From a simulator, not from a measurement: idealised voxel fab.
Process module, titled voxel gate over fins
Displayed cross-section: cut, width of 270 nm, square cells sized 5 nm.
Throughout this document, each cross-section is represented as a grid of square cells and is presented as a sequence of bands enumerated from the top downward, where a band comprises one or more rows of cells. Basically the band line says how high the top is and how high the bottom is, in nm, and then what's in it from left to right, every material with its width in nm. Empty space shows up as "empty", and if a single material carries "throughout" it runs the full band edge to edge. Basically, 0 is our baseline, since under it the wafer straight out of the box is all one material. The bottom band has no lower end and keeps on going down, so it looks like "0 down". A width given as "30 to 40" starts at the first number in the band's top row and ends at the second number in its bottom row, shifting by an equal amount at every step from row to row. What does "stayed the same" mean for a step? It means no cell of the cross-section changed in that step. "Entrapped voids" enumerates empty spaces isolated from the top, with no open way to it, that contain at least 8 cells, giving each as width x height at distance from the left edge, all three in nm. Formally, on a step line, whatever follows the settings is a remark that the simulator itself makes on the step. overlay nm: right-of-plan distance of the mask on a masked step; negative values mean left-of-plan.

THE STEPS PLANNED FOR THE PROCESS ARE AS FOLLOWS
1,RECEIVE (material Si)
2,CONFORMAL_DEP (material SiN; thk nm 5)
3,PATTERN (tone cover; mask id FINS; material resist; width nm 15; pitch nm 40; thk nm 15; overlay nm 0)
4,DIRECTIONAL_ETCH (etch materials SiN; depth nm 5)
5,DIRECTIONAL_ETCH (etch materials Si; depth nm 30)
6,STRIP (etch materials resist)
7,OXIDIZE (depth nm 5)
8,FILL_DEP (material SiO2; thk nm 10)
9,CMP (height nm 5)
10,SELECTIVE_ETCH (etch materials SiO2; depth nm 15)
11,STRIP (etch materials SiN)
12,CONFORMAL_DEP (material HfO2; thk nm 5)
13,CONFORMAL_DEP (material TiN; thk nm 5)
14,FILL_DEP (material W; thk nm 10)
15,CMP (height nm 15)
16,CONFORMAL_DEP (material SiN; thk nm 5)

RECEIVED-STATE CROSS-SECTION, REFLECTING COMPLETION OF STEP 1
    0 down = Si throughout
    Entrapped voids: none

BELOW IS THE WAFER IN CROSS-SECTION AFTER THE MODULE WAS COMPLETED. IT BEGAN FROM THE STARTING POINT SHOWN ABOVE AND FOLLOWED THE PLAN SHOWN ABOVE, EXCEPT THAT ONE MISTAKE WAS MADE WHILE RUNNING IT
    20 to 15 = SiN throughout
    15 to 10 = W throughout
    10 to 0 = 80 W; 25 TiN; 15 W; 25 TiN; 15 W; 25 TiN; 85 W
    0 to -10 = 90 TiN; 5 Si; 35 TiN; 5 Si; 35 TiN; 5 Si; 95 TiN
    -10 to -35 = 90 SiO2; 5 Si; 35 SiO2; 5 Si; 35 SiO2; 5 Si; 95 SiO2
    -35 down = Si throughout
    Entrapped voids: none
Against the plan, the run slipped here: note that step 12 departed from the planned setting and was carried out as CONFORMAL_DEP (material TiN; thk nm 5)
